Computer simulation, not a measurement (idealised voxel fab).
Title: Process Module voxel transistor to metal
The width of the displayed cross-section, cut, is 300 nm; its cells are square, with a size of 5 nm.
Reading order for cross-sections: top band down to bottom band. Underlying form: a grid of square cells. Band size: one or more rows of cells.
This entry defines a band. It first specifies the height of the band's top and the height of its bottom in nm, and then specifies the band's materials from left to right, stating each material with its width in nm. The word "edge to edge" identifies a single material that fills the band from edge to edge, while the word "air" identifies empty space.
The reference from which all heights are counted is 0, the level beneath which the as-received wafer is entirely one material; the lowest band, having no lower bound, proceeds downward and is written after the example "0 nm and below".
With a width like "30..40", each row of cells in the band differs from the next by the same amount, the top row carrying the first number and the bottom row the second.
A step reported as "remained unchanged" is a step in which no cell of the cross-section changed.
"Enclosed void entries" - sealed voids, min. 8 cells, no opening to top; format: width x height at distance (distance from left edge; nm throughout).
Heads up: the bit after the settings on a step's line is the simulator's remark on that step.
Steps that use a mask can have "overlay nm" on their line. It says how far the mask sat to the right of where it was meant to be. Negative means to the left.

Process steps - plan
| 1 | RECEIVE, material Si |
| 2 | CONFORMAL_DEP, material SiO2, thk nm 5 |
| 3 | CONFORMAL_DEP, material SiN, thk nm 15 |
| 4 | MASKED_ETCH, tone cover, mask id ACTIVE, width nm 115, pitch nm 140, etch materials SiN, depth nm 15, overlay nm -5 |
| 5 | MASKED_ETCH, tone cover, mask id ACTIVE, width nm 115, pitch nm 140, etch materials SiO2, depth nm 5, overlay nm 0 |
| 6 | MASKED_ETCH, tone cover, mask id ACTIVE, width nm 115, pitch nm 140, etch materials Si, depth nm 25, overlay nm 0 |
| 7 | FILL_DEP, material SiO2, thk nm 5 |
| 8 | CMP, height nm 20 |
| 9 | SELECTIVE_ETCH, etch materials SiO2, depth nm 15 |
| 10 | STRIP, etch materials SiN |
| 11 | SELECTIVE_ETCH, etch materials SiO2, depth nm 5 |
| 12 | OXIDIZE, depth nm 5 |
| 13 | DIRECTIONAL_DEP, material polySi, thk nm 25 |
| 14 | DIRECTIONAL_DEP, material SiCN, thk nm 15 |
| 15 | DIRECTIONAL_DEP, material aC, thk nm 15 |
| 16 | PATTERN, tone cover, mask id GATE, material resist, width nm 35, pitch nm 140, thk nm 30, overlay nm 0 |
| 17 | DIRECTIONAL_ETCH, etch materials aC, depth nm 15 |
| 18 | STRIP, etch materials resist |
| 19 | DIRECTIONAL_ETCH, etch materials SiCN, depth nm 25 |
| 20 | DIRECTIONAL_ETCH, etch materials polySi, depth nm 35 |
| 21 | STRIP, etch materials aC |
| 22 | CONFORMAL_DEP, material SiO2, thk nm 5 |
| 23 | DIRECTIONAL_ETCH, etch materials SiO2, depth nm 5 |
| 24 | CONFORMAL_DEP, material SiN, thk nm 10 |
| 25 | DIRECTIONAL_ETCH, etch materials SiN, depth nm 10 |
| 26 | DIRECTIONAL_ETCH, etch materials SiO2, depth nm 5 |
| 27 | EPI, material nSi, thk nm 5 |
| 28 | FILL_DEP, material SiO2, thk nm 10 |
| 29 | CMP, height nm 25 |
| 30 | STRIP, etch materials polySi |
| 31 | SELECTIVE_ETCH, etch materials SiO2, depth nm 5 |
| 32 | CONFORMAL_DEP, material HfO2, thk nm 5 |
| 33 | CONFORMAL_DEP, material TiN, thk nm 5 |
| 34 | FILL_DEP, material W, thk nm 5 |
| 35 | CMP, height nm 20 |
| 36 | DIRECTIONAL_DEP, material SiO2, thk nm 15 |
| 37 | DIRECTIONAL_DEP, material aC, thk nm 10 |
| 38 | PATTERN, tone open, mask id CONTACT, material resist, width nm 15, thk nm 25, overlay nm 0 |
| 39 | DIRECTIONAL_ETCH, etch materials aC, depth nm 10 |
| 40 | STRIP, etch materials resist |
| 41 | DIRECTIONAL_ETCH, etch materials SiO2, depth nm 35 |
| 42 | STRIP, etch materials aC |
| 43 | CONFORMAL_DEP, material TiN, thk nm 5 |
| 44 | FILL_DEP, material W, thk nm 5 |
| 45 | CMP, height nm 35 |
| 46 | DIRECTIONAL_DEP, material TiN, thk nm 5 |
| 47 | DIRECTIONAL_DEP, material W, thk nm 25 |
| 48 | DIRECTIONAL_DEP, material aC, thk nm 15 |
| 49 | PATTERN, tone cover, mask id METAL_1, material resist, width nm 15, thk nm 35, overlay nm 0 |
| 50 | DIRECTIONAL_ETCH, etch materials aC, depth nm 15 |
| 51 | STRIP, etch materials resist |
| 52 | DIRECTIONAL_ETCH, etch materials W, depth nm 25 |
| 53 | DIRECTIONAL_ETCH, etch materials TiN, depth nm 5 |
| 54 | STRIP, etch materials aC |
| 55 | FILL_DEP, material SiO2, thk nm 10 |
| 56 | CMP, height nm 65 |
| 57 | CONFORMAL_DEP, material SiN, thk nm 5 |
What sets these wafers apart? The overlay nm at step 4. They all start alike, and the plan carries the first wafer's value.

Step 1 complete: as-received cross-section of the first of several wafers
  0 nm and below  Si edge to edge
  Enclosed void entries: none

The first of several wafers, seen in cross-section after the module's last step, step 57
  70 nm to 65 nm  SiN edge to edge
  65 nm to 40 nm  SiO2 (30)  W (15)  SiO2 (65)  W (15)  SiO2 (45)  W (15)  SiO2 (65)  W (15)  SiO2 (35)
  40 nm to 35 nm  SiO2 (30)  TiN (15)  SiO2 (65)  TiN (15)  SiO2 (45)  TiN (15)  SiO2 (65)  TiN (15)  SiO2 (35)
  35 nm to 20 nm  SiO2 (30)  TiN (5)  W (5)  TiN (5)  SiO2 (65)  TiN (5)  W (5)  TiN (5)  SiO2 (45)  TiN (5)  W (5)  TiN (5)  SiO2 (65)  TiN (5)  W (5)  TiN (5)  SiO2 (35)
  20 nm to 5 nm  SiO2 (30)  TiN (5)  W (5)  TiN (5)  SiN (10)  HfO2 (5)  TiN (5)  W (25)  TiN (5)  HfO2 (5)  SiN (10)  TiN (5)  W (5)  TiN (5)  SiO2 (45)  TiN (5)  W (5)  TiN (5)  SiN (10)  HfO2 (5)  TiN (5)  W (25)  TiN (5)  HfO2 (5)  SiN (10)  TiN (5)  W (5)  TiN (5)  SiO2 (35)
  5 nm to 0 nm  SiO2 (30)  TiN (15)  SiN (10)  HfO2 (5)  TiN (35)  HfO2 (5)  SiN (10)  TiN (15)  SiO2 (45)  TiN (15)  SiN (10)  HfO2 (5)  TiN (35)  HfO2 (5)  SiN (10)  TiN (15)  SiO2 (35)
  0 nm to -5 nm  SiO2 (10)  nSi (35)  SiO2 (10)  HfO2 (45)  SiO2 (10)  nSi (30)  SiO2 (10)  nSi (35)  SiO2 (10)  HfO2 (45)  SiO2 (10)  nSi (30)  SiO2 (20)
  -5 nm to -25 nm  SiO2 (15)  Si (120)  SiO2 (20)  Si (120)  SiO2 (25)
  -25 nm and below  Si edge to edge
  Enclosed void entries: none

Wafer cross-section (last wafer, module end)
  70 nm to 65 nm  SiN edge to edge
  65 nm to 40 nm  SiO2 (30)  W (15)  SiO2 (65)  W (15)  SiO2 (45)  W (15)  SiO2 (65)  W (15)  SiO2 (35)
  40 nm to 35 nm  SiO2 (30)  TiN (15)  SiO2 (65)  TiN (15)  SiO2 (45)  TiN (15)  SiO2 (65)  TiN (15)  SiO2 (35)
  35 nm to 20 nm  SiO2 (30)  TiN (5)  W (5)  TiN (5)  SiO2 (65)  TiN (5)  W (5)  TiN (5)  SiO2 (45)  TiN (5)  W (5)  TiN (5)  SiO2 (65)  TiN (5)  W (5)  TiN (5)  SiO2 (35)
  20 nm to 5 nm  SiO2 (30)  TiN (5)  W (5)  TiN (5)  SiN (10)  HfO2 (5)  TiN (5)  W (25)  TiN (5)  HfO2 (5)  SiN (10)  TiN (5)  W (5)  TiN (5)  SiO2 (45)  TiN (5)  W (5)  TiN (5)  SiN (10)  HfO2 (5)  TiN (5)  W (25)  TiN (5)  HfO2 (5)  SiN (10)  TiN (5)  W (5)  TiN (5)  SiO2 (35)
  5 nm to 0 nm  SiO2 (30)  TiN (15)  SiN (10)  HfO2 (5)  TiN (35)  HfO2 (5)  SiN (10)  TiN (15)  SiO2 (45)  TiN (15)  SiN (10)  HfO2 (5)  TiN (35)  HfO2 (5)  SiN (10)  TiN (15)  SiO2 (35)
  0 nm to -5 nm  SiO2 (15)  nSi (30)  SiO2 (10)  HfO2 (45)  SiO2 (10)  nSi (40)  SiO2 (5)  nSi (30)  SiO2 (10)  HfO2 (45)  SiO2 (10)  nSi (40)  SiO2 (10)
  -5 nm to -25 nm  SiO2 (20)  Si (125)  SiO2 (15)  Si (125)  SiO2 (15)
  -25 nm and below  Si edge to edge
  Enclosed void entries: none

The table below has one row for each wafer; a row shows, as of the end of the module, how many cells of each material the wafer has gained, marked (+), or lost, marked (-), since it was received, and then the wafer's closed voids
overlay nm -5 | +34 HfO2 | -108 Si | +92 SiN | +584 SiO2 | +98 TiN | +114 W | +26 nSi | Enclosed void entries: none
overlay nm 0 | +34 HfO2 | -116 Si | +92 SiN | +594 SiO2 | +98 TiN | +114 W | +24 nSi | Enclosed void entries: none
overlay nm 5 | +34 HfO2 | -108 Si | +92 SiN | +584 SiO2 | +98 TiN | +114 W | +26 nSi | Enclosed void entries: none
overlay nm 10 | +34 HfO2 | -100 Si | +92 SiN | +574 SiO2 | +98 TiN | +114 W | +28 nSi | Enclosed void entries: none
